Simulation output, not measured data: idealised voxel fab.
Documented hereafter: the process module known as voxel gate over fins.
The cross-section on display is named cut; it measures 205 nm wide, and its cells are 5 nm squares.
Each cross-section below is a grid of square cells, stated as bands in top-down order, with one or more rows of cells making up each band.
Each band's line starts with the height of the band's top and of its bottom, in nm. Then come its materials from left to right, each with its width in nm. One material with "edge to edge" fills the band from edge to edge. "blank" is empty space.
A quick word on heights: they are counted from 0, and under that level the wafer as it came to us is one material throughout. The lowest band is different from the rest in having no bottom; it simply continues downward, written as in "0..down".
When a width is written as two numbers, as in "30..40", the first number is the width in the top row of cells of the band and the second is the width in its bottom row, and the width changes by the same amount from each row to the next.
No cell of the cross-section changed in a step that is given as "all unchanged".
Closed empty spaces (no open way to the top) of 8 cells or more are what "Closed cavity list" lists, each as width x height at distance from the left edge, nm for all three.
Post-settings text on a step line: simulator's own remark regarding the step.
A step line may carry the setting "overlay nm", which, for steps involving a mask, states the distance by which the mask lay to the right of its intended position; negative values denote displacement to the left.

## So here's the lineup of process steps we planned
1 RECEIVE (material Si)
2 CONFORMAL_DEP (material SiN; thk nm 5)
3 DIRECTIONAL_DEP (material aC; thk nm 15)
4 PATTERN (tone cover; mask id FINS; material resist; width nm 15; pitch nm 40; thk nm 30; overlay nm 0)
5 DIRECTIONAL_ETCH (etch materials aC; depth nm 15)
6 STRIP (etch materials resist)
7 DIRECTIONAL_ETCH (etch materials SiN; depth nm 5)
8 DIRECTIONAL_ETCH (etch materials Si; depth nm 30)
9 STRIP (etch materials aC)
10 FILL_DEP (material SiO2; thk nm 10)
11 CMP (height nm 5)
12 SELECTIVE_ETCH (etch materials SiO2; depth nm 20)
13 STRIP (etch materials SiN)
14 CONFORMAL_DEP (material HfO2; thk nm 5)
15 CONFORMAL_DEP (material TiN; thk nm 5)
16 CONFORMAL_DEP (material TiAl; thk nm 5)
17 CONFORMAL_DEP (material TiN; thk nm 5)
18 FILL_DEP (material W; thk nm 10)
19 CMP (height nm 25)
20 CONFORMAL_DEP (material SiCN; thk nm 5)

## Of two wafers, the first: run according to plan

## Cross-section of the incoming wafer, state after step 1
0..down: Si edge to edge
Closed cavity list: none

## Step 2 done - wafer cross-section
5..0: SiN edge to edge
Under 0: no change, same as before.

## Step 3 done - wafer cross-section
20..5: aC edge to edge
Under 5: no change, same as before.

## Step 4 done - wafer cross-section
50..20: blank (35), resist (15), blank (25), resist (15), blank (25), resist (15), blank (25), resist (15), blank (35)
Under 20: no change, same as before.

## Step 5 done - wafer cross-section
35..20: blank (35), resist (15), blank (25), resist (15), blank (25), resist (15), blank (25), resist (15), blank (35)
20..5: blank (35), aC (15), blank (25), aC (15), blank (25), aC (15), blank (25), aC (15), blank (35)
Under 5: no change, same as before.

## Step 6 done - wafer cross-section
20..5: blank (35), aC (15), blank (25), aC (15), blank (25), aC (15), blank (25), aC (15), blank (35)
Under 5: no change, same as before.

## Step 7 done - wafer cross-section
20..5: blank (35), aC (15), blank (25), aC (15), blank (25), aC (15), blank (25), aC (15), blank (35)
5..0: blank (35), SiN (15), blank (25), SiN (15), blank (25), SiN (15), blank (25), SiN (15), blank (35)
Under 0: no change, same as before.

## Step 8 done - wafer cross-section
20..5: blank (35), aC (15), blank (25), aC (15), blank (25), aC (15), blank (25), aC (15), blank (35)
5..0: blank (35), SiN (15), blank (25), SiN (15), blank (25), SiN (15), blank (25), SiN (15), blank (35)
0..-30: blank (35), Si (15), blank (25), Si (15), blank (25), Si (15), blank (25), Si (15), blank (35)
Under -30: no change, same as before.

## Step 9 done - wafer cross-section
5..0: blank (35), SiN (15), blank (25), SiN (15), blank (25), SiN (15), blank (25), SiN (15), blank (35)
Under 0: no change, same as before.

## Step 10 done - wafer cross-section
15..5: SiO2 edge to edge
5..0: SiO2 (35), SiN (15), SiO2 (25), SiN (15), SiO2 (25), SiN (15), SiO2 (25), SiN (15), SiO2 (35)
0..-30: SiO2 (35), Si (15), SiO2 (25), Si (15), SiO2 (25), Si (15), SiO2 (25), Si (15), SiO2 (35)
Under -30: no change, same as before.

## Step 11 done - wafer cross-section
5..0: SiO2 (35), SiN (15), SiO2 (25), SiN (15), SiO2 (25), SiN (15), SiO2 (25), SiN (15), SiO2 (35)
Under 0: no change, same as before.

## Step 12 done - wafer cross-section
5..0: blank (35), SiN (15), blank (25), SiN (15), blank (25), SiN (15), blank (25), SiN (15), blank (35)
0..-15: blank (35), Si (15), blank (25), Si (15), blank (25), Si (15), blank (25), Si (15), blank (35)
Under -15: no change, same as before.

## Step 13 done - wafer cross-section
0..-15: blank (35), Si (15), blank (25), Si (15), blank (25), Si (15), blank (25), Si (15), blank (35)
Under -15: no change, same as before.

## Step 14 done - wafer cross-section
5..0: blank (30), HfO2 (25), blank (15), HfO2 (25), blank (15), HfO2 (25), blank (15), HfO2 (25), blank (30)
0..-10: blank (30), HfO2 (5), Si (15), HfO2 (5), blank (15), HfO2 (5), Si (15), HfO2 (5), blank (15), HfO2 (5), Si (15), HfO2 (5), blank (15), HfO2 (5), Si (15), HfO2 (5), blank (30)
-10..-15: HfO2 (35), Si (15), HfO2 (25), Si (15), HfO2 (25), Si (15), HfO2 (25), Si (15), HfO2 (35)
Under -15: no change, same as before.

## Step 15 done - wafer cross-section
10..5: blank (25), TiN (35), blank (5), TiN (35), blank (5), TiN (35), blank (5), TiN (35), blank (25)
5..0: blank (25), TiN (5), HfO2 (25), TiN (5), blank (5), TiN (5), HfO2 (25), TiN (5), blank (5), TiN (5), HfO2 (25), TiN (5), blank (5), TiN (5), HfO2 (25), TiN (5), blank (25)
0..-5: blank (25), TiN (5), HfO2 (5), Si (15), HfO2 (5), TiN (5), blank (5), TiN (5), HfO2 (5), Si (15), HfO2 (5), TiN (5), blank (5), TiN (5), HfO2 (5), Si (15), HfO2 (5), TiN (5), blank (5), TiN (5), HfO2 (5), Si (15), HfO2 (5), TiN (5), blank (25)
-5..-10: TiN (30), HfO2 (5), Si (15), HfO2 (5), TiN (15), HfO2 (5), Si (15), HfO2 (5), TiN (15), HfO2 (5), Si (15), HfO2 (5), TiN (15), HfO2 (5), Si (15), HfO2 (5), TiN (30)
Under -10: no change, same as before.

## Step 16 done - wafer cross-section
15..10: blank (20), TiAl (165), blank (20)
10..5: blank (20), TiAl (5), TiN (35), TiAl (5), TiN (35), TiAl (5), TiN (35), TiAl (5), TiN (35), TiAl (5), blank (20)
5..0: blank (20), TiAl (5), TiN (5), HfO2 (25), TiN (5), TiAl (5), TiN (5), HfO2 (25), TiN (5), TiAl (5), TiN (5), HfO2 (25), TiN (5), TiAl (5), TiN (5), HfO2 (25), TiN (5), TiAl (5), blank (20)
0..-5: TiAl (25), TiN (5), HfO2 (5), Si (15), HfO2 (5), TiN (5), TiAl (5), TiN (5), HfO2 (5), Si (15), HfO2 (5), TiN (5), TiAl (5), TiN (5), HfO2 (5), Si (15), HfO2 (5), TiN (5), TiAl (5), TiN (5), HfO2 (5), Si (15), HfO2 (5), TiN (5), TiAl (25)
Under -5: no change, same as before.

## Step 17 done - wafer cross-section
20..15: blank (15), TiN (175), blank (15)
15..10: blank (15), TiN (5), TiAl (165), TiN (5), blank (15)
10..5: blank (15), TiN (5), TiAl (5), TiN (35), TiAl (5), TiN (35), TiAl (5), TiN (35), TiAl (5), TiN (35), TiAl (5), TiN (5), blank (15)
5..0: TiN (20), TiAl (5), TiN (5), HfO2 (25), TiN (5), TiAl (5), TiN (5), HfO2 (25), TiN (5), TiAl (5), TiN (5), HfO2 (25), TiN (5), TiAl (5), TiN (5), HfO2 (25), TiN (5), TiAl (5), TiN (20)
Under 0: no change, same as before.

## Step 18 done - wafer cross-section
30..20: W edge to edge
20..15: W (15), TiN (175), W (15)
15..10: W (15), TiN (5), TiAl (165), TiN (5), W (15)
10..5: W (15), TiN (5), TiAl (5), TiN (35), TiAl (5), TiN (35), TiAl (5), TiN (35), TiAl (5), TiN (35), TiAl (5), TiN (5), W (15)
Under 5: no change, same as before.

## Step 19 done - wafer cross-section
25..20: W edge to edge
Under 20: no change, same as before.

## Step 20 done - wafer cross-section
30..25: SiCN edge to edge
Under 25: no change, same as before.

## The Second Wafer: Common Origin and Plan, One Mistake in Execution, Identical to the First Through Step 7

## Cross-section of the second wafer at the time by which step 8 should have been completed according to the plan
20..5: blank (35), aC (15), blank (25), aC (15), blank (25), aC (15), blank (25), aC (15), blank (35)
5..0: blank (35), SiN (15), blank (25), SiN (15), blank (25), SiN (15), blank (25), SiN (15), blank (35)
0..-60: blank (35), Si (15), blank (25), Si (15), blank (25), Si (15), blank (25), Si (15), blank (35)
Under -60: no change, same as before.

## Cross-section of the second wafer at the time by which step 9 should have been completed according to the plan
5..0: blank (35), SiN (15), blank (25), SiN (15), blank (25), SiN (15), blank (25), SiN (15), blank (35)
Under 0: no change, same as before.

## Cross-section of the second wafer at the time by which step 10 should have been completed according to the plan
15..5: SiO2 edge to edge
5..0: SiO2 (35), SiN (15), SiO2 (25), SiN (15), SiO2 (25), SiN (15), SiO2 (25), SiN (15), SiO2 (35)
0..-60: SiO2 (35), Si (15), SiO2 (25), Si (15), SiO2 (25), Si (15), SiO2 (25), Si (15), SiO2 (35)
Under -60: no change, same as before.

## Cross-section of the second wafer at the time by which step 11 should have been completed according to the plan
5..0: SiO2 (35), SiN (15), SiO2 (25), SiN (15), SiO2 (25), SiN (15), SiO2 (25), SiN (15), SiO2 (35)
Under 0: no change, same as before.

## Cross-section of the second wafer at the time by which step 12 should have been completed according to the plan
5..0: blank (35), SiN (15), blank (25), SiN (15), blank (25), SiN (15), blank (25), SiN (15), blank (35)
0..-15: blank (35), Si (15), blank (25), Si (15), blank (25), Si (15), blank (25), Si (15), blank (35)
Under -15: no change, same as before.

## Cross-section of the second wafer at the time by which step 13 should have been completed according to the plan
0..-15: blank (35), Si (15), blank (25), Si (15), blank (25), Si (15), blank (25), Si (15), blank (35)
Under -15: no change, same as before.

## Cross-section of the second wafer at the time by which step 14 should have been completed according to the plan
5..0: blank (30), HfO2 (25), blank (15), HfO2 (25), blank (15), HfO2 (25), blank (15), HfO2 (25), blank (30)
0..-10: blank (30), HfO2 (5), Si (15), HfO2 (5), blank (15), HfO2 (5), Si (15), HfO2 (5), blank (15), HfO2 (5), Si (15), HfO2 (5), blank (15), HfO2 (5), Si (15), HfO2 (5), blank (30)
-10..-15: HfO2 (35), Si (15), HfO2 (25), Si (15), HfO2 (25), Si (15), HfO2 (25), Si (15), HfO2 (35)
Under -15: no change, same as before.

## Cross-section of the second wafer at the time by which step 15 should have been completed according to the plan
10..5: blank (25), TiN (35), blank (5), TiN (35), blank (5), TiN (35), blank (5), TiN (35), blank (25)
5..0: blank (25), TiN (5), HfO2 (25), TiN (5), blank (5), TiN (5), HfO2 (25), TiN (5), blank (5), TiN (5), HfO2 (25), TiN (5), blank (5), TiN (5), HfO2 (25), TiN (5), blank (25)
0..-5: blank (25), TiN (5), HfO2 (5), Si (15), HfO2 (5), TiN (5), blank (5), TiN (5), HfO2 (5), Si (15), HfO2 (5), TiN (5), blank (5), TiN (5), HfO2 (5), Si (15), HfO2 (5), TiN (5), blank (5), TiN (5), HfO2 (5), Si (15), HfO2 (5), TiN (5), blank (25)
-5..-10: TiN (30), HfO2 (5), Si (15), HfO2 (5), TiN (15), HfO2 (5), Si (15), HfO2 (5), TiN (15), HfO2 (5), Si (15), HfO2 (5), TiN (15), HfO2 (5), Si (15), HfO2 (5), TiN (30)
Under -10: no change, same as before.

## Cross-section of the second wafer at the time by which step 16 should have been completed according to the plan
15..10: blank (20), TiAl (165), blank (20)
10..5: blank (20), TiAl (5), TiN (35), TiAl (5), TiN (35), TiAl (5), TiN (35), TiAl (5), TiN (35), TiAl (5), blank (20)
5..0: blank (20), TiAl (5), TiN (5), HfO2 (25), TiN (5), TiAl (5), TiN (5), HfO2 (25), TiN (5), TiAl (5), TiN (5), HfO2 (25), TiN (5), TiAl (5), TiN (5), HfO2 (25), TiN (5), TiAl (5), blank (20)
0..-5: TiAl (25), TiN (5), HfO2 (5), Si (15), HfO2 (5), TiN (5), TiAl (5), TiN (5), HfO2 (5), Si (15), HfO2 (5), TiN (5), TiAl (5), TiN (5), HfO2 (5), Si (15), HfO2 (5), TiN (5), TiAl (5), TiN (5), HfO2 (5), Si (15), HfO2 (5), TiN (5), TiAl (25)
Under -5: no change, same as before.

## Cross-section of the second wafer at the time by which step 17 should have been completed according to the plan
20..15: blank (15), TiN (175), blank (15)
15..10: blank (15), TiN (5), TiAl (165), TiN (5), blank (15)
10..5: blank (15), TiN (5), TiAl (5), TiN (35), TiAl (5), TiN (35), TiAl (5), TiN (35), TiAl (5), TiN (35), TiAl (5), TiN (5), blank (15)
5..0: TiN (20), TiAl (5), TiN (5), HfO2 (25), TiN (5), TiAl (5), TiN (5), HfO2 (25), TiN (5), TiAl (5), TiN (5), HfO2 (25), TiN (5), TiAl (5), TiN (5), HfO2 (25), TiN (5), TiAl (5), TiN (20)
Under 0: no change, same as before.

## Cross-section of the second wafer at the time by which step 18 should have been completed according to the plan
30..20: W edge to edge
20..15: W (15), TiN (175), W (15)
15..10: W (15), TiN (5), TiAl (165), TiN (5), W (15)
10..5: W (15), TiN (5), TiAl (5), TiN (35), TiAl (5), TiN (35), TiAl (5), TiN (35), TiAl (5), TiN (35), TiAl (5), TiN (5), W (15)
Under 5: no change, same as before.

## Cross-section of the second wafer at the time by which step 19 should have been completed according to the plan
25..20: W edge to edge
Under 20: no change, same as before.

## Cross-section of the second wafer at the time by which step 20 should have been completed according to the plan
30..25: SiCN edge to edge
Under 25: no change, same as before.
Misprocessing identified: plan step 8 ran twice
at the end the second wafer has, in cells: Si -174 | SiO2 +174
